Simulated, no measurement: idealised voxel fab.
Documented hereafter: the process module known as voxel spacer lines.
Pictured: cross-section cut, 270 nm wide, on a grid of 5 nm square cells.
A cross-section is written here as square cells arranged in a grid, and it is given in bands from the top down, each band taking up one or more rows of cells.
Quick guide to a band line: top height, bottom height (nm) up front; then every material left to right with its width in nm. Only one material and it's marked "throughout"? Then it fills the band edge to edge. And "air" just means empty space.
Height reference: 0 = level under which incoming wafer is all one material. Lowest band: no bottom, runs on downward, e.g. "0 nm and below".
Note: "30->40" means the width goes from the first number (top row of the band) to the second number (bottom row) in equal steps per row of cells.
"remained unchanged", as given for a step, is the statement that not any cell of the cross-section underwent a change during that step.
For the entry "Enclosed empty spaces", the listed items are empty spaces with no open way to the top whose size is 8 cells or more; each item follows the pattern width x height at distance, where distance is from the left edge and all three are in nm.
Step line, after settings: the simulator's comment on this step.
overlay nm: right-of-plan distance of the mask on a masked step; negative values mean left-of-plan.
[Process steps - plan]
1. RECEIVE (material Si)
2. CONFORMAL_DEP (material Al2O3; thk nm 10)
3. DIRECTIONAL_DEP (material polySi; thk nm 20)
4. DIRECTIONAL_DEP (material aC; thk nm 25)
5. PATTERN (tone cover; mask id MANDREL; material resist; width nm 25; pitch nm 80; thk nm 35; overlay nm 0)
6. DIRECTIONAL_ETCH (etch materials aC; depth nm 25)
7. STRIP (etch materials resist)
8. CONFORMAL_DEP (material SiN; thk nm 15)
9. DIRECTIONAL_ETCH (etch materials SiN; depth nm 15)
10. STRIP (etch materials aC)
11. DIRECTIONAL_ETCH (etch materials polySi; depth nm 20)
12. STRIP (etch materials SiN)
[Cross-section of the wafer upon arrival, representing the state reached after step 1]
0 nm and below = Si throughout
Enclosed empty spaces: none
[First of two wafers at the end of the module, shown in cross-section; run carried out as planned]
30 nm to 10 nm = 65 nm air, then 15 nm polySi, then 25 nm air, then 15 nm polySi, then 25 nm air, then 15 nm polySi, then 25 nm air, then 15 nm polySi, then 70 nm air
10 nm to 0 nm = Al2O3 throughout
0 nm and below = Si throughout
Enclosed empty spaces: none
[Wafer two (of two), end-of-module cross-section: start = wafer one, plan = wafer one, one run mistake]
30 nm to 10 nm = 70 nm air, then 15 nm polySi, then 25 nm air, then 15 nm polySi, then 25 nm air, then 15 nm polySi, then 25 nm air, then 15 nm polySi, then 65 nm air
10 nm to 0 nm = Al2O3 throughout
0 nm and below = Si throughout
Enclosed empty spaces: none
The plan and the run diverged here: rather than as planned, step 5 actually ran as PATTERN (tone cover; mask id MANDREL; material resist; width nm 25; pitch nm 80; thk nm 35; overlay nm 5)
Matching per-material cell counts, mismatched positions: that is how the second wafer compares with the first at the end.
